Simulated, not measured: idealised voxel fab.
process module | voxel wiring stack
cross-section cut | 210 nm wide | cells 5 nm
A cross-section is a grid of square cells, given in bands from the top down. A band is one or more rows of cells.
Each band's line starts with the height of the band's top and of its bottom, in nm. Then come its materials from left to right, each with its width in nm. One material with "throughout" fills the band from edge to edge. "air" is empty space.
Height 0 is the level under which the wafer as received is all one material. The lowest band goes on downwards, as in "0 down".
A width such as "30 to 40" changes by the same amount from each row of cells to the next, from the band's top row to its bottom row.
"no change" after a step means that no cell of the cross-section changed.
closed voids: empty space of 8 cells or more with no open way to the top, each as width x height at its distance from the left edge, in nm
after a step's settings: what the simulator itself notes on the step
overlay nm, on a step with a mask: how far to the right of its planned place the mask lay; to the left if negative
plan
1 op RECEIVE | material Si
2 op CONFORMAL_DEP | material SiO2 | thk nm 15
3 op DIRECTIONAL_DEP | material TiN | thk nm 5
4 op DIRECTIONAL_DEP | material Ru | thk nm 25
5 op DIRECTIONAL_DEP | material aC | thk nm 15
6 op PATTERN | tone cover | mask id METAL_1 | material resist | width nm 30 | pitch nm 55 | thk nm 35 | overlay nm 0
7 op DIRECTIONAL_ETCH | etch materials aC | depth nm 15
8 op STRIP | etch materials resist
9 op DIRECTIONAL_ETCH | etch materials Ru | depth nm 25
10 op DIRECTIONAL_ETCH | etch materials TiN | depth nm 5
11 op STRIP | etch materials aC
12 op CONFORMAL_DEP | material SiN | thk nm 5
13 op FILL_DEP | material SiO2 | thk nm 5
14 op CMP | height nm 45
15 op CONFORMAL_DEP | material SiCN | thk nm 5
16 op DIRECTIONAL_DEP | material SiO2 | thk nm 35
17 op MASKED_ETCH | tone open | mask id METAL_2_HOLES | width nm 15 | pitch nm 55 | etch materials SiO2 | depth nm 35 | overlay nm 0
18 op MASKED_ETCH | tone open | mask id METAL_2 | width nm 30 | pitch nm 55 | etch materials SiO2 | depth nm 20 | overlay nm 0
19 op MASKED_ETCH | tone open | mask id METAL_2 | width nm 30 | pitch nm 55 | etch materials SiCN | depth nm 5 | overlay nm 0
20 op CONFORMAL_DEP | material TiN | thk nm 5
21 op FILL_DEP | material Ru | thk nm 5
22 op CMP | height nm 85
23 op CONFORMAL_DEP | material SiCN | thk nm 5
24 op DIRECTIONAL_DEP | material lowk | thk nm 15
25 op PATTERN | tone open | mask id PLUG_2 | material resist | width nm 15 | thk nm 20 | overlay nm 0
26 op DIRECTIONAL_ETCH | etch materials lowk | depth nm 15
27 op DIRECTIONAL_ETCH | etch materials SiCN | depth nm 5
28 op STRIP | etch materials resist
29 op EPI | material Ru | thk nm 10
30 op EPI | material Ru | thk nm 10
31 op DIRECTIONAL_DEP | material TiN | thk nm 5
32 op DIRECTIONAL_DEP | material Ru | thk nm 15
33 op MASKED_ETCH | tone cover | mask id METAL_3 | width nm 30 | pitch nm 55 | etch materials Ru | depth nm 15 | overlay nm 0
34 op MASKED_ETCH | tone cover | mask id METAL_3 | width nm 30 | pitch nm 55 | etch materials TiN | depth nm 5 | overlay nm 0
35 op CONFORMAL_DEP | material SiN | thk nm 5
36 op FILL_DEP | material SiO2 | thk nm 10
37 op CMP | height nm 125
38 op CONFORMAL_DEP | material SiN | thk nm 5
as received, after step 1
  0 down: Si throughout
  closed voids: none
first wafer at the end, as planned
  130 to 125: SiN throughout
  125 to 110: SiO2 55 | SiN 5 | Ru 30 | SiN 5 | SiO2 15 | SiN 5 | Ru 30 | SiN 5 | SiO2 60
  110 to 105: SiN 60 | TiN 30 | SiN 25 | TiN 30 | SiN 65
  105 to 90: lowk 60 | Ru 15 | lowk 135
  90 to 85: SiCN 60 | Ru 15 | SiCN 135
  85 to 70: SiO2 60 | TiN 5 | Ru 20 | TiN 5 | SiO2 25 | TiN 5 | Ru 20 | TiN 5 | SiO2 65
  70 to 65: SiO2 60 | TiN 5 | Ru 5 | TiN 20 | SiO2 25 | TiN 5 | Ru 5 | TiN 20 | SiO2 65
  65 to 50: SiO2 60 | TiN 5 | Ru 5 | TiN 5 | SiO2 40 | TiN 5 | Ru 5 | TiN 5 | SiO2 80
  50 to 45: SiCN 60 | TiN 15 | SiCN 40 | TiN 15 | SiCN 80
  45 to 20: SiO2 55 | SiN 5 | Ru 30 | SiN 5 | SiO2 15 | SiN 5 | Ru 30 | SiN 5 | SiO2 60
  20 to 15: SiN 60 | TiN 30 | SiN 25 | TiN 30 | SiN 65
  15 to 0: SiO2 throughout
  0 down: Si throughout
  closed voids: none
second wafer at the end: like start, like plan, one mistake
  130 to 125: SiN throughout
  125 to 110: SiO2 55 | SiN 5 | Ru 30 | SiN 5 | SiO2 15 | SiN 5 | Ru 30 | SiN 5 | SiO2 60
  110 to 105: SiN 60 | TiN 30 | SiN 25 | TiN 30 | SiN 65
  105 to 90: lowk 55 | Ru 25 | lowk 130
  90 to 85: SiCN 55 | Ru 25 | SiCN 130
  85 to 70: SiO2 60 | TiN 5 | Ru 20 | TiN 5 | SiO2 25 | TiN 5 | Ru 20 | TiN 5 | SiO2 65
  70 to 65: SiO2 60 | TiN 5 | Ru 5 | TiN 20 | SiO2 25 | TiN 5 | Ru 5 | TiN 20 | SiO2 65
  65 to 50: SiO2 60 | TiN 5 | Ru 5 | TiN 5 | SiO2 40 | TiN 5 | Ru 5 | TiN 5 | SiO2 80
  50 to 45: SiCN 60 | TiN 15 | SiCN 40 | TiN 15 | SiCN 80
  45 to 20: SiO2 55 | SiN 5 | Ru 30 | SiN 5 | SiO2 15 | SiN 5 | Ru 30 | SiN 5 | SiO2 60
  20 to 15: SiN 60 | TiN 30 | SiN 25 | TiN 30 | SiN 65
  15 to 0: SiO2 throughout
  0 down: Si throughout
  closed voids: none
what went wrong: step 25 ran as: op PATTERN | tone open | mask id PLUG_2 | material resist | width nm 25 | thk nm 20 | overlay nm 0
at the end the second wafer has, in cells: 8 more of Ru | 2 fewer of SiCN | 6 fewer of lowk
